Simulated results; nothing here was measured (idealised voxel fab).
Process module under the name voxel wiring stack
155 nm wide, 5 nm square cells: that's cross-section cut.
Cross-sections here: square-cell grids, written as top-down lists of bands, a band being one or more rows of cells. In this notation a band is specified by the heights of its top and bottom, in that order and in nm, after which its materials appear from left to right, each paired with its width in nm. The word "everywhere" attached to a single material means that material fills the band from edge to edge; the word "air" stands for empty space. The level at which height equals 0 is the one under which the wafer, as it arrives, is entirely one material. No lower edge exists for the bottom band, which continues downward and is notated as in "0 down". Read "30 to 40" as a graded width: first number on top, second number at the bottom, same change between each pair of neighbouring rows. Where the words "no alteration" appear for a step, the cross-section shows no cell changed by that step; every cell remained as before. Listed in "Closed cavities": every empty space of 8 or more cells without an open way to the top. Form: width x height at distance, the distance being from the left edge, all in nm. It should be noted that, on the line of a given step, the content following the step's settings is a remark produced by the simulator itself with respect to that step. overlay nm: where the mask lay relative to plan, measured to the right, on steps with a mask; negatives go left.
# Intended process steps
1) RECEIVE (material Si)
2) CONFORMAL_DEP (material SiO2; thk nm 10)
3) DIRECTIONAL_DEP (material TiN; thk nm 5)
4) DIRECTIONAL_DEP (material Ru; thk nm 25)
5) PATTERN (tone cover; mask id METAL_1; material resist; width nm 30; pitch nm 45; thk nm 20; overlay nm 0)
6) DIRECTIONAL_ETCH (etch materials Ru; depth nm 25)
7) DIRECTIONAL_ETCH (etch materials TiN; depth nm 5)
8) STRIP (etch materials resist)
9) CONFORMAL_DEP (material SiN; thk nm 5)
10) FILL_DEP (material SiO2; thk nm 5)
11) CMP (height nm 40)
12) CONFORMAL_DEP (material SiCN; thk nm 5)
13) DIRECTIONAL_DEP (material SiO2; thk nm 30)
14) DIRECTIONAL_DEP (material aC; thk nm 10)
15) PATTERN (tone open; mask id METAL_2_HOLES; material resist; width nm 15; pitch nm 45; thk nm 25; overlay nm 0)
16) DIRECTIONAL_ETCH (etch materials aC; depth nm 10)
17) STRIP (etch materials resist)
18) DIRECTIONAL_ETCH (etch materials SiO2; depth nm 30)
19) STRIP (etch materials aC)
20) DIRECTIONAL_DEP (material aC; thk nm 15)
21) PATTERN (tone open; mask id METAL_2; material resist; width nm 30; pitch nm 45; thk nm 35; overlay nm 0)
22) DIRECTIONAL_ETCH (etch materials aC; depth nm 15)
23) STRIP (etch materials resist)
24) DIRECTIONAL_ETCH (etch materials SiO2; depth nm 15)
25) DIRECTIONAL_ETCH (etch materials SiCN; depth nm 5)
26) STRIP (etch materials aC)
27) CONFORMAL_DEP (material TiN; thk nm 5)
28) FILL_DEP (material Cu; thk nm 5)
29) CMP (height nm 75)
30) CONFORMAL_DEP (material SiCN; thk nm 5)
31) DIRECTIONAL_DEP (material lowk; thk nm 10)
32) DIRECTIONAL_DEP (material aC; thk nm 15)
33) PATTERN (tone open; mask id PLUG_2; material resist; width nm 15; pitch nm 45; thk nm 30; overlay nm 0)
34) DIRECTIONAL_ETCH (etch materials aC; depth nm 15)
35) STRIP (etch materials resist)
36) DIRECTIONAL_ETCH (etch materials lowk; depth nm 10)
37) DIRECTIONAL_ETCH (etch materials SiCN; depth nm 5)
38) STRIP (etch materials aC)
39) CONFORMAL_DEP (material TiN; thk nm 5)
40) FILL_DEP (material Cu; thk nm 5)
41) CMP (height nm 90)
42) DIRECTIONAL_DEP (material TiN; thk nm 5)
43) DIRECTIONAL_DEP (material W; thk nm 20)
44) DIRECTIONAL_DEP (material aC; thk nm 15)
45) PATTERN (tone cover; mask id METAL_3; material resist; width nm 30; pitch nm 45; thk nm 30; overlay nm 0)
46) DIRECTIONAL_ETCH (etch materials aC; depth nm 15)
47) STRIP (etch materials resist)
48) DIRECTIONAL_ETCH (etch materials W; depth nm 20)
49) DIRECTIONAL_ETCH (etch materials TiN; depth nm 5)
50) STRIP (etch materials aC)
51) CONFORMAL_DEP (material SiN; thk nm 5)
52) FILL_DEP (material lowk; thk nm 5)
53) CMP (height nm 115)
54) CONFORMAL_DEP (material SiN; thk nm 5)
# Wafer cross-section on receipt, i.e. after step 1
* 0 down: Si everywhere
* Closed cavities: none
# First of two wafers: cross-section at end of module, run per plan
* 120 to 115: SiN everywhere
* 115 to 95: 10 lowk, 5 SiN, 30 W, 5 SiN, 5 lowk, 5 SiN, 30 W, 5 SiN, 5 lowk, 5 SiN, 30 W, 5 SiN, 15 lowk
* 95 to 90: 15 SiN, 30 TiN, 15 SiN, 30 TiN, 15 SiN, 30 TiN, 20 SiN
* 90 to 80: 15 lowk, 5 TiN, 5 Cu, 5 TiN, 30 lowk, 5 TiN, 5 Cu, 5 TiN, 30 lowk, 5 TiN, 5 Cu, 5 TiN, 35 lowk
* 80 to 75: 15 SiCN, 15 TiN, 30 SiCN, 15 TiN, 30 SiCN, 15 TiN, 35 SiCN
* 75 to 65: 15 SiO2, 5 TiN, 20 Cu, 5 TiN, 15 SiO2, 5 TiN, 20 Cu, 5 TiN, 15 SiO2, 5 TiN, 20 Cu, 5 TiN, 20 SiO2
* 65 to 60: 15 SiO2, 5 TiN, 5 Cu, 20 TiN, 15 SiO2, 5 TiN, 5 Cu, 20 TiN, 15 SiO2, 5 TiN, 5 Cu, 20 TiN, 20 SiO2
* 60 to 45: 15 SiO2, 5 TiN, 5 Cu, 5 TiN, 30 SiO2, 5 TiN, 5 Cu, 5 TiN, 30 SiO2, 5 TiN, 5 Cu, 5 TiN, 35 SiO2
* 45 to 40: 15 SiCN, 15 TiN, 30 SiCN, 15 TiN, 30 SiCN, 15 TiN, 35 SiCN
* 40 to 15: 10 SiO2, 5 SiN, 30 Ru, 5 SiN, 5 SiO2, 5 SiN, 30 Ru, 5 SiN, 5 SiO2, 5 SiN, 30 Ru, 5 SiN, 15 SiO2
* 15 to 10: 15 SiN, 30 TiN, 15 SiN, 30 TiN, 15 SiN, 30 TiN, 20 SiN
* 10 to 0: SiO2 everywhere
* 0 down: Si everywhere
* Closed cavities: none
# This is the second of the two wafers, cross-sectioned at the end of the module; it started exactly like the first and was given the same plan, but it was run with one mistake
* 120 to 115: SiN everywhere
* 115 to 95: 10 lowk, 5 SiN, 30 W, 5 SiN, 5 lowk, 5 SiN, 30 W, 5 SiN, 5 lowk, 5 SiN, 30 W, 5 SiN, 15 lowk
* 95 to 90: 15 SiN, 30 TiN, 15 SiN, 30 TiN, 15 SiN, 30 TiN, 20 SiN
* 90 to 80: 15 lowk, 5 TiN, 5 Cu, 5 TiN, 30 lowk, 5 TiN, 5 Cu, 5 TiN, 30 lowk, 5 TiN, 5 Cu, 5 TiN, 35 lowk
* 80 to 75: 15 SiCN, 15 TiN, 30 SiCN, 15 TiN, 30 SiCN, 15 TiN, 35 SiCN
* 75 to 65: 15 SiO2, 5 TiN, 20 Cu, 5 TiN, 15 SiO2, 5 TiN, 20 Cu, 5 TiN, 15 SiO2, 5 TiN, 20 Cu, 5 TiN, 20 SiO2
* 65 to 60: 15 SiO2, 5 TiN, 5 Cu, 20 TiN, 15 SiO2, 5 TiN, 5 Cu, 20 TiN, 15 SiO2, 5 TiN, 5 Cu, 20 TiN, 20 SiO2
* 60 to 45: 15 SiO2, 5 TiN, 5 Cu, 5 TiN, 30 SiO2, 5 TiN, 5 Cu, 5 TiN, 30 SiO2, 5 TiN, 5 Cu, 5 TiN, 35 SiO2
* 45 to 40: 15 SiCN, 15 TiN, 30 SiCN, 15 TiN, 30 SiCN, 15 TiN, 35 SiCN
* 40 to 35: 10 SiO2, 40 SiN, 5 SiO2, 40 SiN, 5 SiO2, 40 SiN, 15 SiO2
* 35 to 15: 10 SiO2, 5 SiN, 30 Ru, 5 SiN, 5 SiO2, 5 SiN, 30 Ru, 5 SiN, 5 SiO2, 5 SiN, 30 Ru, 5 SiN, 15 SiO2
* 15 to 10: 15 SiN, 30 Ru, 15 SiN, 30 Ru, 15 SiN, 30 Ru, 20 SiN
* 10 to 0: SiO2 everywhere
* 0 down: Si everywhere
* Closed cavities: none
Processing error: no execution of plan step 3; skipped
The closing comparison, in cells, has the second wafer with more or fewer of some materials than the first: 18 more of SiN; 18 fewer of TiN
